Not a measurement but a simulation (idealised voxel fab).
Documented hereafter: the process module known as voxel self aligned contacts.
The figure presents cross-section cut, which has a width of 165 nm and is divided into square cells with an edge length of 5 nm.
A cross-section is written here as square cells arranged in a grid, and it is given in bands from the top down, each band taking up one or more rows of cells.
Band: top and bottom heights (nm) first, top before bottom; then materials from left to right, widths in nm. "throughout" marks a sole material filling the band edge to edge. "empty" denotes empty space.
All heights in this document are referenced to 0, defined as the level beneath which the wafer, as received, consists entirely of one material. The lowest band is not bounded below; it extends indefinitely downward and is written in the form "0 down".
Top row gets the first number, bottom row gets the second, and each row in between changes by the same step: that is how a band width like "30 to 40" works.
The designation "no alteration", where it is given for a processing step, indicates that no cell of the cross-section was altered in the course of that step.
Heads up: "Fully sealed cavities" only lists the empty pockets with no open path to the top that are 8 cells or more, and it writes them as width x height at distance, distance from the left edge, in nm.
Text after the settings on a step's line: the simulator's own remark on that step.
overlay nm: mask offset rightward from planned place, masked step; negative means leftward offset.
**Listed below are the process steps as planned**
1) RECEIVE (material Si)
2) OXIDIZE (depth nm 5)
3) DIRECTIONAL_DEP (material polySi; thk nm 30)
4) DIRECTIONAL_DEP (material SiN; thk nm 15)
5) PATTERN (tone cover; mask id GATE; material resist; width nm 30; pitch nm 60; thk nm 15; overlay nm 0)
6) DIRECTIONAL_ETCH (etch materials SiN; depth nm 15)
7) DIRECTIONAL_ETCH (etch materials polySi; depth nm 30)
8) STRIP (etch materials resist)
9) CONFORMAL_DEP (material SiN; thk nm 5)
10) DIRECTIONAL_ETCH (etch materials SiN; depth nm 5)
11) FILL_DEP (material SiO2; thk nm 20)
12) CMP (height nm 55)
13) PATTERN (tone open; mask id CONTACT; material resist; width nm 40; thk nm 15; overlay nm 0)
14) DIRECTIONAL_ETCH (etch materials SiO2; depth nm 60)
15) STRIP (etch materials resist)
16) CONFORMAL_DEP (material TiN; thk nm 5)
17) FILL_DEP (material Ru; thk nm 10)
18) CMP (height nm 55)
19) CONFORMAL_DEP (material SiN; thk nm 5)
**Incoming wafer, cross-sectional view, post step 1**
	0 down: Si throughout
	Fully sealed cavities: none
**The first of two wafers, cross-sectioned at the end of the module, with the run proceeding as planned**
	60 to 55: SiN throughout
	55 to 45: 60 nm SiO2 / 5 to 15 nm TiN / 30 to 10 nm Ru / 5 to 15 nm TiN / 65 nm SiO2
	45 to 30: 30 nm SiO2 / 40 nm SiN / 5 nm TiN / 10 nm Ru / 5 nm TiN / 40 nm SiN / 35 nm SiO2
	30 to 0: 30 nm SiO2 / 5 nm SiN / 30 nm polySi / 5 nm SiN / 5 nm TiN / 10 nm Ru / 5 nm TiN / 5 nm SiN / 30 nm polySi / 5 nm SiN / 35 nm SiO2
	0 to -5: 70 nm SiO2 / 20 nm TiN / 75 nm SiO2
	-5 down: Si throughout
	Fully sealed cavities: none
**Here is the second of the two wafers cut open at the end of the module - same start, same plan as the first one, but we made one mistake running it**
	60 to 55: SiN throughout
	55 to 45: 60 nm SiO2 / 5 to 15 nm TiN / 30 to 10 nm Ru / 5 to 15 nm TiN / 65 nm SiO2
	45 to 20: 30 nm SiO2 / 5 nm SiN / 30 nm polySi / 5 nm SiN / 5 nm TiN / 10 nm Ru / 5 nm TiN / 5 nm SiN / 30 nm polySi / 5 nm SiN / 35 nm SiO2
	20 to 15: 30 nm SiO2 / 5 nm SiN / 30 nm polySi / 5 nm SiN / 20 nm TiN / 5 nm SiN / 30 nm polySi / 5 nm SiN / 35 nm SiO2
	15 to 0: polySi throughout
	0 to -5: SiO2 throughout
	-5 down: Si throughout
	Fully sealed cavities: none
Processing error: heads up, step 4 didn't go per plan, it actually ran as DIRECTIONAL_DEP (material polySi; thk nm 15)
Wrapping up, a cell-based count of both wafers puts the second over or under the first for these materials: Ru: 8 fewer, SiN: 48 fewer, SiO2: 35 fewer, TiN: 8 fewer, polySi: 99 more
